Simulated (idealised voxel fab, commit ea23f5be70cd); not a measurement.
The document below concerns the process module designated voxel transistor to metal.
This is section cut - it's 170 nm across, gridded in 5 nm square cells.
Notation: cross-section as square-cell grid; stated in bands, top first, going down; one or more cell rows per band. Per band: top height and bottom height in nm, followed by the left-to-right materials and their widths in nm; "everywhere" marks a single material spanning edge to edge, "empty" marks empty space. Below 0: as-received wafer, all one material; heights counted from there. Lowest band: no bottom, goes on down, written "0 nm and below". Think of "30->40" as a width that walks from the first number to the second as you go down the band, top row to bottom row, taking equal-sized steps from row to row. Where the words "no alteration" appear for a step, the cross-section shows no cell changed by that step; every cell remained as before. "Enclosed void catalog" means: voids of 8 cells or more that are shut off from the top with no open way through. Written width x height at distance, distance from the left edge, in nm. Past the settings on a step's line: simulator remark, on that step. Each step line may optionally specify "overlay nm", which for a step with a mask gives the rightward distance between the mask's planned place and where it lay, a negative value indicating the leftward direction.

# The planned process steps are enumerated hereunder
1,RECEIVE,material Si
2,OXIDIZE,depth nm 5
3,CONFORMAL_DEP,material SiN,thk nm 10
4,DIRECTIONAL_DEP,material aC,thk nm 10
5,PATTERN,tone cover,mask id ACTIVE,material resist,width nm 105,thk nm 25,overlay nm 0
6,DIRECTIONAL_ETCH,etch materials aC,depth nm 10
7,STRIP,etch materials resist
8,DIRECTIONAL_ETCH,etch materials SiN,depth nm 10
9,DIRECTIONAL_ETCH,etch materials SiO2,depth nm 5
10,DIRECTIONAL_ETCH,etch materials Si,depth nm 20
11,STRIP,etch materials aC
12,FILL_DEP,material SiO2,thk nm 10
13,CMP,height nm 10
14,SELECTIVE_ETCH,etch materials SiO2,depth nm 10
15,STRIP,etch materials SiN
16,SELECTIVE_ETCH,etch materials SiO2,depth nm 5
17,OXIDIZE,depth nm 5
18,DIRECTIONAL_DEP,material polySi,thk nm 25
19,DIRECTIONAL_DEP,material SiCN,thk nm 10
20,MASKED_ETCH,tone cover,mask id GATE,width nm 15,etch materials SiCN,depth nm 20,overlay nm 0
21,MASKED_ETCH,tone cover,mask id GATE,width nm 15,etch materials polySi,depth nm 35,overlay nm 0
22,CONFORMAL_DEP,material SiN,thk nm 10
23,DIRECTIONAL_ETCH,etch materials SiN,depth nm 10
24,DIRECTIONAL_ETCH,etch materials SiO2,depth nm 5
25,DIRECTIONAL_ETCH,etch materials Si,depth nm 10
26,EPI,material pSi,thk nm 10
27,FILL_DEP,material SiO2,thk nm 5
28,CMP,height nm 30
29,DIRECTIONAL_DEP,material SiO2,thk nm 10
30,MASKED_ETCH,tone open,mask id CONTACT,width nm 30,pitch nm 55,etch materials SiO2,depth nm 50,overlay nm 0
31,CONFORMAL_DEP,material TiN,thk nm 5
32,FILL_DEP,material Ru,thk nm 5
33,CMP,height nm 40
34,DIRECTIONAL_DEP,material TiN,thk nm 5
35,DIRECTIONAL_DEP,material W,thk nm 15
36,MASKED_ETCH,tone cover,mask id METAL_1,width nm 20,pitch nm 65,etch materials W,depth nm 15,overlay nm 0
37,MASKED_ETCH,tone cover,mask id METAL_1,width nm 20,pitch nm 65,etch materials TiN,depth nm 5,overlay nm 0
38,FILL_DEP,material SiO2,thk nm 10
39,CMP,height nm 60
40,CONFORMAL_DEP,material SiCN,thk nm 5

# Wafer at receipt (post step 1), cross-section
> 0 nm and below: Si everywhere
> Enclosed void catalog: none

# This is how the wafer looks in cross-section once the module is done, given the starting state and plan above and one mistake in carrying the plan out
> 65 nm to 60 nm: SiCN everywhere
> 60 nm to 45 nm: SiO2 (40) | W (20) | SiO2 (45) | W (20) | SiO2 (45)
> 45 nm to 40 nm: SiO2 (40) | TiN (20) | SiO2 (45) | TiN (20) | SiO2 (45)
> 40 nm to 30 nm: SiO2 (40) | TiN (5) | Ru (20->15) | TiN (5->10) | SiO2 (25) | TiN (5->10) | Ru (20->15) | TiN (5) | SiO2 (45)
> 30 nm to 20 nm: SiO2 (40) | TiN (5) | Ru (15) | TiN (5) | SiN (10) | SiCN (15) | SiN (10) | TiN (5) | Ru (15) | TiN (5) | SiO2 (45)
> 20 nm to 5 nm: SiO2 (40) | TiN (5) | Ru (15) | TiN (5) | SiN (10) | polySi (15) | SiN (10) | TiN (5) | Ru (15) | TiN (5) | SiO2 (45)
> 5 nm to 0 nm: SiO2 (40) | TiN (5) | Ru (5) | TiN (15) | SiN (10) | polySi (15) | SiN (10) | TiN (15) | Ru (5) | TiN (5) | SiO2 (45)
> 0 nm to -5 nm: SiO2 (40) | TiN (5) | Ru (5) | TiN (5) | pSi (10) | SiN (10) | polySi (15) | SiN (10) | pSi (10) | TiN (5) | Ru (5) | TiN (5) | SiO2 (45)
> -5 nm to -10 nm: SiO2 (40) | TiN (15) | pSi (10) | SiO2 (35) | pSi (10) | TiN (15) | SiO2 (45)
> -10 nm to -20 nm: SiO2 (30) | pSi (35) | Si (35) | pSi (35) | SiO2 (35)
> -20 nm to -45 nm: SiO2 (30) | Si (105) | SiO2 (35)
> -45 nm and below: Si everywhere
> Enclosed void catalog: none
Where did the run depart from the plan? it should be noted that step 10 of the plan was executed twice
